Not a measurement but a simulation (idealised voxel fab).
This is a process module. Its name is voxel gate over fins.
cross-section cut | 175 nm wide | cells 5 nm
If you're reading a cross-section in this doc, picture square cells in a grid; it comes to you as bands, top ones listed first down to the bottom, and a band can be one or more rows of cells. For a band, the entry starts with two heights in nm, that of the top and then that of the bottom, and carries on with the band's materials in order from left to right, each alongside its width in nm; the word "everywhere" beside a single material means it fills the band edge to edge, and "empty" means empty space. Height is counted from the level 0, under which the received wafer is composed throughout of one material. The lowest of the bands is not closed at the bottom but continues downward, in the notation "0 -> down". It should be noted that a width expressed as "30 to 40" varies in equal increments from row to row of cells within the band, taking the value of the first number at the top row and that of the second number at the bottom row. Step marked "nothing changed"? Then no cell in the cross-section changed in it. Under "Closed void table" you'll find the enclosed gaps, the ones with no way out to the top, that are 8 cells or bigger; each reads width x height at distance, with distance counted from the left edge, everything in nm. Past the settings on a step's line: simulator remark, on that step. For masked steps, "overlay nm" on the step line gives how far right of plan the mask actually lay; a minus sign means it lay to the left.
Below is the list of planned process steps:
1. RECEIVE, material Si
2. CONFORMAL_DEP, material SiN, thk nm 10
3. PATTERN, tone cover, mask id FINS, material resist, width nm 15, pitch nm 35, thk nm 20, overlay nm 0
4. DIRECTIONAL_ETCH, etch materials SiN, depth nm 10
5. DIRECTIONAL_ETCH, etch materials Si, depth nm 30
6. STRIP, etch materials resist
7. OXIDIZE, depth nm 5
8. FILL_DEP, material SiO2, thk nm 15
9. CMP, height nm 10
10. SELECTIVE_ETCH, etch materials SiO2, depth nm 25
11. STRIP, etch materials SiN
12. CONFORMAL_DEP, material HfO2, thk nm 5
13. CONFORMAL_DEP, material TiN, thk nm 5
14. CONFORMAL_DEP, material TiAl, thk nm 5
15. CONFORMAL_DEP, material TiN, thk nm 5
16. FILL_DEP, material W, thk nm 15
17. CMP, height nm 30
18. CONFORMAL_DEP, material SiCN, thk nm 10
So, the first of our two wafers, run just as we planned it:
Wafer at receipt (post step 1), cross-section:
* 0 -> down = Si everywhere
* Closed void table: none
after step 2:
* 10 -> 0 = SiN everywhere
* Everything below 0 is unchanged.
after step 3:
* 30 -> 10 = 45 empty / 15 resist / 20 empty / 15 resist / 20 empty / 15 resist / 45 empty
* Everything below 10 is unchanged.
after step 4:
* 30 -> 10 = 45 empty / 15 resist / 20 empty / 15 resist / 20 empty / 15 resist / 45 empty
* 10 -> 0 = 45 empty / 15 SiN / 20 empty / 15 SiN / 20 empty / 15 SiN / 45 empty
* Everything below 0 is unchanged.
after step 5:
* 30 -> 10 = 45 empty / 15 resist / 20 empty / 15 resist / 20 empty / 15 resist / 45 empty
* 10 -> 0 = 45 empty / 15 SiN / 20 empty / 15 SiN / 20 empty / 15 SiN / 45 empty
* 0 -> -30 = 45 empty / 15 Si / 20 empty / 15 Si / 20 empty / 15 Si / 45 empty
* Everything below -30 is unchanged.
after step 6:
* 10 -> 0 = 45 empty / 15 SiN / 20 empty / 15 SiN / 20 empty / 15 SiN / 45 empty
* Everything below 0 is unchanged.
after step 7:
* 10 -> 0 = 45 empty / 15 SiN / 20 empty / 15 SiN / 20 empty / 15 SiN / 45 empty
* 0 -> -30 = 45 empty / 5 SiO2 / 5 Si / 5 SiO2 / 20 empty / 5 SiO2 / 5 Si / 5 SiO2 / 20 empty / 5 SiO2 / 5 Si / 5 SiO2 / 45 empty
* -30 -> -35 = 50 SiO2 / 5 Si / 30 SiO2 / 5 Si / 30 SiO2 / 5 Si / 50 SiO2
* Everything below -35 is unchanged.
after step 8:
* 25 -> 10 = SiO2 everywhere
* 10 -> 0 = 45 SiO2 / 15 SiN / 20 SiO2 / 15 SiN / 20 SiO2 / 15 SiN / 45 SiO2
* 0 -> -35 = 50 SiO2 / 5 Si / 30 SiO2 / 5 Si / 30 SiO2 / 5 Si / 50 SiO2
* Everything below -35 is unchanged.
after step 9:
* 10 -> 0 = 45 SiO2 / 15 SiN / 20 SiO2 / 15 SiN / 20 SiO2 / 15 SiN / 45 SiO2
* Everything below 0 is unchanged.
after step 10:
* 10 -> 0 = 45 empty / 15 SiN / 20 empty / 15 SiN / 20 empty / 15 SiN / 45 empty
* 0 -> -15 = 50 empty / 5 Si / 30 empty / 5 Si / 30 empty / 5 Si / 50 empty
* Everything below -15 is unchanged.
after step 11:
* 0 -> -15 = 50 empty / 5 Si / 30 empty / 5 Si / 30 empty / 5 Si / 50 empty
* Everything below -15 is unchanged.
after step 12:
* 5 -> 0 = 45 empty / 15 HfO2 / 20 empty / 15 HfO2 / 20 empty / 15 HfO2 / 45 empty
* 0 -> -10 = 45 empty / 5 HfO2 / 5 Si / 5 HfO2 / 20 empty / 5 HfO2 / 5 Si / 5 HfO2 / 20 empty / 5 HfO2 / 5 Si / 5 HfO2 / 45 empty
* -10 -> -15 = 50 HfO2 / 5 Si / 30 HfO2 / 5 Si / 30 HfO2 / 5 Si / 50 HfO2
* Everything below -15 is unchanged.
after step 13:
* 10 -> 5 = 40 empty / 25 TiN / 10 empty / 25 TiN / 10 empty / 25 TiN / 40 empty
* 5 -> 0 = 40 empty / 5 TiN / 15 HfO2 / 5 TiN / 10 empty / 5 TiN / 15 HfO2 / 5 TiN / 10 empty / 5 TiN / 15 HfO2 / 5 TiN / 40 empty
* 0 -> -5 = 40 empty / 5 TiN / 5 HfO2 / 5 Si / 5 HfO2 / 5 TiN / 10 empty / 5 TiN / 5 HfO2 / 5 Si / 5 HfO2 / 5 TiN / 10 empty / 5 TiN / 5 HfO2 / 5 Si / 5 HfO2 / 5 TiN / 40 empty
* -5 -> -10 = 45 TiN / 5 HfO2 / 5 Si / 5 HfO2 / 20 TiN / 5 HfO2 / 5 Si / 5 HfO2 / 20 TiN / 5 HfO2 / 5 Si / 5 HfO2 / 45 TiN
* Everything below -10 is unchanged.
after step 14:
* 15 -> 10 = 35 empty / 105 TiAl / 35 empty
* 10 -> 5 = 35 empty / 5 TiAl / 25 TiN / 10 TiAl / 25 TiN / 10 TiAl / 25 TiN / 5 TiAl / 35 empty
* 5 -> 0 = 35 empty / 5 TiAl / 5 TiN / 15 HfO2 / 5 TiN / 10 TiAl / 5 TiN / 15 HfO2 / 5 TiN / 10 TiAl / 5 TiN / 15 HfO2 / 5 TiN / 5 TiAl / 35 empty
* 0 -> -5 = 40 TiAl / 5 TiN / 5 HfO2 / 5 Si / 5 HfO2 / 5 TiN / 10 TiAl / 5 TiN / 5 HfO2 / 5 Si / 5 HfO2 / 5 TiN / 10 TiAl / 5 TiN / 5 HfO2 / 5 Si / 5 HfO2 / 5 TiN / 40 TiAl
* Everything below -5 is unchanged.
after step 15:
* 20 -> 15 = 30 empty / 115 TiN / 30 empty
* 15 -> 10 = 30 empty / 5 TiN / 105 TiAl / 5 TiN / 30 empty
* 10 -> 5 = 30 empty / 5 TiN / 5 TiAl / 25 TiN / 10 TiAl / 25 TiN / 10 TiAl / 25 TiN / 5 TiAl / 5 TiN / 30 empty
* 5 -> 0 = 35 TiN / 5 TiAl / 5 TiN / 15 HfO2 / 5 TiN / 10 TiAl / 5 TiN / 15 HfO2 / 5 TiN / 10 TiAl / 5 TiN / 15 HfO2 / 5 TiN / 5 TiAl / 35 TiN
* Everything below 0 is unchanged.
after step 16:
* 35 -> 20 = W everywhere
* 20 -> 15 = 30 W / 115 TiN / 30 W
* 15 -> 10 = 30 W / 5 TiN / 105 TiAl / 5 TiN / 30 W
* 10 -> 5 = 30 W / 5 TiN / 5 TiAl / 25 TiN / 10 TiAl / 25 TiN / 10 TiAl / 25 TiN / 5 TiAl / 5 TiN / 30 W
* Everything below 5 is unchanged.
after step 17:
* 30 -> 20 = W everywhere
* Everything below 20 is unchanged.
after step 18:
* 40 -> 30 = SiCN everywhere
* Everything below 30 is unchanged.
Now the other wafer: same start, same recipe, but we messed up one thing when running it. Up to and including step 2 it's the same as the first one:
What the second wafer looks like in cross-section when step 3 should have wrapped up:
* 30 -> 10 = 45 resist / 15 empty / 20 resist / 15 empty / 20 resist / 15 empty / 45 resist
* Everything below 10 is unchanged.
What the second wafer looks like in cross-section when step 4 should have wrapped up:
* 30 -> 10 = 45 resist / 15 empty / 20 resist / 15 empty / 20 resist / 15 empty / 45 resist
* 10 -> 0 = 45 SiN / 15 empty / 20 SiN / 15 empty / 20 SiN / 15 empty / 45 SiN
* Everything below 0 is unchanged.
What the second wafer looks like in cross-section when step 5 should have wrapped up:
* 30 -> 10 = 45 resist / 15 empty / 20 resist / 15 empty / 20 resist / 15 empty / 45 resist
* 10 -> 0 = 45 SiN / 15 empty / 20 SiN / 15 empty / 20 SiN / 15 empty / 45 SiN
* 0 -> -30 = 45 Si / 15 empty / 20 Si / 15 empty / 20 Si / 15 empty / 45 Si
* Everything below -30 is unchanged.
What the second wafer looks like in cross-section when step 6 should have wrapped up:
* 10 -> 0 = 45 SiN / 15 empty / 20 SiN / 15 empty / 20 SiN / 15 empty / 45 SiN
* Everything below 0 is unchanged.
What the second wafer looks like in cross-section when step 7 should have wrapped up:
* 10 -> 0 = 45 SiN / 15 empty / 20 SiN / 15 empty / 20 SiN / 15 empty / 45 SiN
* 0 -> -30 = 40 Si / 5 SiO2 / 15 empty / 5 SiO2 / 10 Si / 5 SiO2 / 15 empty / 5 SiO2 / 10 Si / 5 SiO2 / 15 empty / 5 SiO2 / 40 Si
* -30 -> -35 = 40 Si / 25 SiO2 / 10 Si / 25 SiO2 / 10 Si / 25 SiO2 / 40 Si
* Everything below -35 is unchanged.
What the second wafer looks like in cross-section when step 8 should have wrapped up:
* 25 -> 10 = SiO2 everywhere
* 10 -> 0 = 45 SiN / 15 SiO2 / 20 SiN / 15 SiO2 / 20 SiN / 15 SiO2 / 45 SiN
* 0 -> -35 = 40 Si / 25 SiO2 / 10 Si / 25 SiO2 / 10 Si / 25 SiO2 / 40 Si
* Everything below -35 is unchanged.
What the second wafer looks like in cross-section when step 9 should have wrapped up:
* 10 -> 0 = 45 SiN / 15 SiO2 / 20 SiN / 15 SiO2 / 20 SiN / 15 SiO2 / 45 SiN
* Everything below 0 is unchanged.
What the second wafer looks like in cross-section when step 10 should have wrapped up:
* 10 -> 0 = 45 SiN / 15 empty / 20 SiN / 15 empty / 20 SiN / 15 empty / 45 SiN
* 0 -> -15 = 40 Si / 25 empty / 10 Si / 25 empty / 10 Si / 25 empty / 40 Si
* Everything below -15 is unchanged.
What the second wafer looks like in cross-section when step 11 should have wrapped up:
* 0 -> -15 = 40 Si / 25 empty / 10 Si / 25 empty / 10 Si / 25 empty / 40 Si
* Everything below -15 is unchanged.
What the second wafer looks like in cross-section when step 12 should have wrapped up:
* 5 -> 0 = 45 HfO2 / 15 empty / 20 HfO2 / 15 empty / 20 HfO2 / 15 empty / 45 HfO2
* 0 -> -10 = 40 Si / 5 HfO2 / 15 empty / 5 HfO2 / 10 Si / 5 HfO2 / 15 empty / 5 HfO2 / 10 Si / 5 HfO2 / 15 empty / 5 HfO2 / 40 Si
* -10 -> -15 = 40 Si / 25 HfO2 / 10 Si / 25 HfO2 / 10 Si / 25 HfO2 / 40 Si
* Everything below -15 is unchanged.
What the second wafer looks like in cross-section when step 13 should have wrapped up:
* 10 -> 5 = 50 TiN / 5 empty / 30 TiN / 5 empty / 30 TiN / 5 empty / 50 TiN
* 5 -> 0 = 45 HfO2 / 5 TiN / 5 empty / 5 TiN / 20 HfO2 / 5 TiN / 5 empty / 5 TiN / 20 HfO2 / 5 TiN / 5 empty / 5 TiN / 45 HfO2
* 0 -> -5 = 40 Si / 5 HfO2 / 5 TiN / 5 empty / 5 TiN / 5 HfO2 / 10 Si / 5 HfO2 / 5 TiN / 5 empty / 5 TiN / 5 HfO2 / 10 Si / 5 HfO2 / 5 TiN / 5 empty / 5 TiN / 5 HfO2 / 40 Si
* -5 -> -10 = 40 Si / 5 HfO2 / 15 TiN / 5 HfO2 / 10 Si / 5 HfO2 / 15 TiN / 5 HfO2 / 10 Si / 5 HfO2 / 15 TiN / 5 HfO2 / 40 Si
* Everything below -10 is unchanged.
What the second wafer looks like in cross-section when step 14 should have wrapped up:
* 15 -> 10 = TiAl everywhere
* 10 -> 5 = 50 TiN / 5 TiAl / 30 TiN / 5 TiAl / 30 TiN / 5 TiAl / 50 TiN
* 5 -> 0 = 45 HfO2 / 5 TiN / 5 TiAl / 5 TiN / 20 HfO2 / 5 TiN / 5 TiAl / 5 TiN / 20 HfO2 / 5 TiN / 5 TiAl / 5 TiN / 45 HfO2
* 0 -> -5 = 40 Si / 5 HfO2 / 5 TiN / 5 TiAl / 5 TiN / 5 HfO2 / 10 Si / 5 HfO2 / 5 TiN / 5 TiAl / 5 TiN / 5 HfO2 / 10 Si / 5 HfO2 / 5 TiN / 5 TiAl / 5 TiN / 5 HfO2 / 40 Si
* Everything below -5 is unchanged.
What the second wafer looks like in cross-section when step 15 should have wrapped up:
* 20 -> 15 = TiN everywhere
* Everything below 15 is unchanged.
What the second wafer looks like in cross-section when step 16 should have wrapped up:
* 35 -> 20 = W everywhere
* Everything below 20 is unchanged.
What the second wafer looks like in cross-section when step 17 should have wrapped up:
* 30 -> 20 = W everywhere
* Everything below 20 is unchanged.
What the second wafer looks like in cross-section when step 18 should have wrapped up:
* 40 -> 30 = SiCN everywhere
* Everything below 30 is unchanged.
Which mistake was made when the wafer was run? heads up, step 3 didn't go per plan, it actually ran as PATTERN, tone open, mask id FINS, material resist, width nm 15, pitch nm 35, thk nm 20, overlay nm 0
End check, counted in cells, second wafer has more or fewer of these materials than the first: Si: 119 more, SiO2: 68 fewer, TiAl: 9 fewer, TiN: 6 fewer, W: 36 fewer
